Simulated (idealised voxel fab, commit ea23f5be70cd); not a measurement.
This section sets out a process module, namely voxel air gaps.
Each square cell in cross-section cut measures 5 nm, and the section as a whole is 260 nm wide.
Cross-section = grid of square cells, listed top down in bands; band = one or more rows.
Quick guide to a band line: top height, bottom height (nm) up front; then every material left to right with its width in nm. Only one material and it's marked "everywhere"? Then it fills the band edge to edge. And "blank" just means empty space.
Height reference: 0 = level under which incoming wafer is all one material. Lowest band: no bottom, runs on downward, e.g. "0 and below".
The width entry "30..40" should be interpreted row by row: the top row of cells in the band takes the first number, the bottom row takes the second number, and the change between adjacent rows is uniform throughout.
No cell of the cross-section changed in a step that is given as "remains unaltered".
The entry "Fully sealed cavities" lists the empty spaces that cover at least 8 cells and have no open path to the top. Each is written as width x height at distance, where the distance is measured from the left edge and all three values are in nm.
Read whatever lies past the settings on a step's line as the simulator's own remark about the step.
overlay nm: for a step with a mask, the amount by which the mask lay right of where it was planned; a negative amount means left of it.
Steps in the process plan
1: RECEIVE, material Si
2: CONFORMAL_DEP, material SiO2, thk nm 15
3: CONFORMAL_DEP, material SiCN, thk nm 5
4: DIRECTIONAL_DEP, material lowk, thk nm 35
5: DIRECTIONAL_DEP, material aC, thk nm 15
6: PATTERN, tone open, mask id LINES, material resist, width nm 25, pitch nm 50, thk nm 35, overlay nm 0
7: DIRECTIONAL_ETCH, etch materials aC, depth nm 15
8: STRIP, etch materials resist
9: DIRECTIONAL_ETCH, etch materials lowk, depth nm 35
10: STRIP, etch materials aC
11: CONFORMAL_DEP, material TiN, thk nm 5
12: FILL_DEP, material Cu, thk nm 5
13: CMP, height nm 55
14: EPI, material Ru, thk nm 10
15: SELECTIVE_ETCH, etch materials lowk, depth nm 45
16: CONFORMAL_DEP, material SiCN, thk nm 5
Wafer cross-section on receipt, i.e. after step 1
0 and below  Si everywhere
Fully sealed cavities: none
Cross-section, first of two wafers, end of module, run as planned
70 down to 65  blank 25 nm / SiCN 205 nm / blank 30 nm
65 down to 55  blank 25 nm / SiCN 5 nm / Ru 45 nm / SiCN 5 nm / Ru 45 nm / SiCN 5 nm / Ru 45 nm / SiCN 5 nm / Ru 45 nm / SiCN 5 nm / blank 30 nm
55 down to 50  blank 25 nm / SiCN 15 nm / TiN 5 nm / Cu 15 nm / TiN 5 nm / SiCN 25 nm / TiN 5 nm / Cu 15 nm / TiN 5 nm / SiCN 25 nm / TiN 5 nm / Cu 15 nm / TiN 5 nm / SiCN 25 nm / TiN 5 nm / Cu 15 nm / TiN 5 nm / SiCN 15 nm / blank 30 nm
50 down to 25  blank 35 nm / SiCN 5 nm / TiN 5 nm / Cu 15 nm / TiN 5 nm / SiCN 5 nm / blank 15 nm / SiCN 5 nm / TiN 5 nm / Cu 15 nm / TiN 5 nm / SiCN 5 nm / blank 15 nm / SiCN 5 nm / TiN 5 nm / Cu 15 nm / TiN 5 nm / SiCN 5 nm / blank 15 nm / SiCN 5 nm / TiN 5 nm / Cu 15 nm / TiN 5 nm / SiCN 5 nm / blank 40 nm
25 down to 20  SiCN 40 nm / TiN 25 nm / SiCN 25 nm / TiN 25 nm / SiCN 25 nm / TiN 25 nm / SiCN 25 nm / TiN 25 nm / SiCN 45 nm
20 down to 15  SiCN everywhere
15 down to 0  SiO2 everywhere
0 and below  Si everywhere
Fully sealed cavities: 15 x 25 at 70; 15 x 25 at 120; 15 x 25 at 170
So this is wafer number two of the two, cut at the end of the module - it started where the first did and had the same plan, we just got one thing wrong running it
70 down to 65  blank 25 nm / SiCN 205 nm / blank 30 nm
65 down to 55  blank 25 nm / SiCN 5 nm / Ru 45 nm / SiCN 5 nm / Ru 45 nm / SiCN 5 nm / Ru 45 nm / SiCN 5 nm / Ru 45 nm / SiCN 5 nm / blank 30 nm
55 down to 50  blank 25 nm / SiCN 15 nm / TiN 5 nm / Cu 15 nm / TiN 5 nm / SiCN 25 nm / TiN 5 nm / Cu 15 nm / TiN 5 nm / SiCN 25 nm / TiN 5 nm / Cu 15 nm / TiN 5 nm / SiCN 25 nm / TiN 5 nm / Cu 15 nm / TiN 5 nm / SiCN 15 nm / blank 30 nm
50 down to 25  blank 35 nm / SiCN 5 nm / TiN 5 nm / Cu 15 nm / TiN 5 nm / SiCN 5 nm / blank 15 nm / SiCN 5 nm / TiN 5 nm / Cu 15 nm / TiN 5 nm / SiCN 5 nm / blank 15 nm / SiCN 5 nm / TiN 5 nm / Cu 15 nm / TiN 5 nm / SiCN 5 nm / blank 15 nm / SiCN 5 nm / TiN 5 nm / Cu 15 nm / TiN 5 nm / SiCN 5 nm / blank 40 nm
25 down to 20  SiCN 40 nm / TiN 25 nm / SiCN 25 nm / TiN 25 nm / SiCN 25 nm / TiN 25 nm / SiCN 25 nm / TiN 25 nm / SiCN 45 nm
20 down to 0  SiO2 everywhere
0 and below  Si everywhere
Fully sealed cavities: 15 x 25 at 70; 15 x 25 at 120; 15 x 25 at 170
Heads up, the wafer didn't run the way we planned it: step 3, actual vs plan mismatch, actual run CONFORMAL_DEP, material SiO2, thk nm 5
Final cells, second wafer relative to first, materials higher or lower: SiCN -52, SiO2 +52
